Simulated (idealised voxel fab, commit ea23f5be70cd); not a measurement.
process module | voxel self aligned vias
cross-section cut | 255 nm wide | cells 5 nm
A cross-section is a grid of square cells, given in bands from the top down. A band is one or more rows of cells.
Each band's line starts with the height of the band's top and of its bottom, in nm. Then come its materials from left to right, each with its width in nm. One material with "throughout" fills the band from edge to edge. "air" is empty space.
Height 0 is the level under which the wafer as received is all one material. The lowest band goes on downwards, as in "0 down".
A width such as "30 to 40" changes by the same amount from each row of cells to the next, from the band's top row to its bottom row.
"no change" after a step means that no cell of the cross-section changed.
closed voids: empty space of 8 cells or more with no open way to the top, each as width x height at its distance from the left edge, in nm
after a step's settings: what the simulator itself notes on the step
overlay nm, on a step with a mask: how far to the right of its planned place the mask lay; to the left if negative
plan
1 op RECEIVE | material Si
2 op CONFORMAL_DEP | material SiO2 | thk nm 15
3 op CONFORMAL_DEP | material SiCN | thk nm 5
4 op DIRECTIONAL_DEP | material SiO2 | thk nm 15
5 op PATTERN | tone open | mask id LINES | material resist | width nm 25 | pitch nm 65 | thk nm 20 | overlay nm 0
6 op DIRECTIONAL_ETCH | etch materials SiO2 | depth nm 25
7 op STRIP | etch materials resist
8 op CONFORMAL_DEP | material TiN | thk nm 5
9 op FILL_DEP | material W | thk nm 10
10 op CMP | height nm 45
11 op SELECTIVE_ETCH | etch materials W Ru TiN | depth nm 5
12 op FILL_DEP | material SiN | thk nm 10
13 op CMP | height nm 45
14 op DIRECTIONAL_DEP | material SiO2 | thk nm 20
15 op DIRECTIONAL_DEP | material aC | thk nm 15
16 op PATTERN | tone open | mask id VIAS | material resist | width nm 45 | pitch nm 65 | thk nm 30 | overlay nm 0
17 op DIRECTIONAL_ETCH | etch materials aC | depth nm 15
18 op STRIP | etch materials resist
19 op DIRECTIONAL_ETCH | etch materials SiO2 | depth nm 20
20 op DIRECTIONAL_ETCH | etch materials SiN | depth nm 5
21 op STRIP | etch materials aC
22 op CONFORMAL_DEP | material TiN | thk nm 5
23 op FILL_DEP | material W | thk nm 5
24 op CMP | height nm 65
25 op CONFORMAL_DEP | material SiN | thk nm 5
varied across the wafers: thk nm of step 4. The plan shows the first wafer's value. All wafers start alike
first wafer as received, after step 1
  0 down: Si throughout
  closed voids: none
first wafer at the end, after step 25
  70 to 65: SiN throughout
  65 to 45: SiO2 40 | TiN 5 | W 35 | TiN 5 | SiO2 20 | TiN 5 | W 35 | TiN 5 | SiO2 20 | TiN 5 | W 35 | TiN 5 | SiO2 40
  45 to 40: SiN 40 | TiN 45 | SiN 20 | TiN 45 | SiN 20 | TiN 45 | SiN 40
  40 to 35: TiN 55 | W 15 | TiN 50 | W 15 | TiN 50 | W 15 | TiN 55
  35 to 25: SiO2 50 | TiN 5 | W 15 | TiN 5 | SiO2 40 | TiN 5 | W 15 | TiN 5 | SiO2 40 | TiN 5 | W 15 | TiN 5 | SiO2 50
  25 to 20: SiO2 50 | TiN 25 | SiO2 40 | TiN 25 | SiO2 40 | TiN 25 | SiO2 50
  20 to 15: SiCN throughout
  15 to 0: SiO2 throughout
  0 down: Si throughout
  closed voids: none
last wafer at the end
  70 to 65: SiN throughout
  65 to 50: SiO2 40 | TiN 5 | W 35 | TiN 5 | SiO2 20 | TiN 5 | W 35 | TiN 5 | SiO2 20 | TiN 5 | W 35 | TiN 5 | SiO2 40
  50 to 45: SiO2 40 | TiN 15 | W 15 | TiN 15 | SiO2 20 | TiN 15 | W 15 | TiN 15 | SiO2 20 | TiN 15 | W 15 | TiN 15 | SiO2 40
  45 to 35: SiO2 50 | TiN 25 | SiO2 40 | TiN 25 | SiO2 40 | TiN 25 | SiO2 50
  35 to 20: SiO2 throughout
  20 to 15: SiCN throughout
  15 to 0: SiO2 throughout
  0 down: Si throughout
  closed voids: none
each wafer at the end: cells of each material gained (+) or lost (-) since it was received, then its closed voids
thk nm 15 | +51 SiCN | +75 SiN | +357 SiO2 | +120 TiN | +111 W | closed voids: none
thk nm 20 | +51 SiCN | +75 SiN | +393 SiO2 | +84 TiN | +111 W | closed voids: none
thk nm 25 | +51 SiCN | +51 SiN | +429 SiO2 | +84 TiN | +99 W | closed voids: none
thk nm 30 | +51 SiCN | +51 SiN | +444 SiO2 | +78 TiN | +90 W | closed voids: none
thk nm 35 | +51 SiCN | +51 SiN | +459 SiO2 | +72 TiN | +81 W | closed voids: none
thk nm 40 | +51 SiCN | +51 SiN | +474 SiO2 | +66 TiN | +72 W | closed voids: none
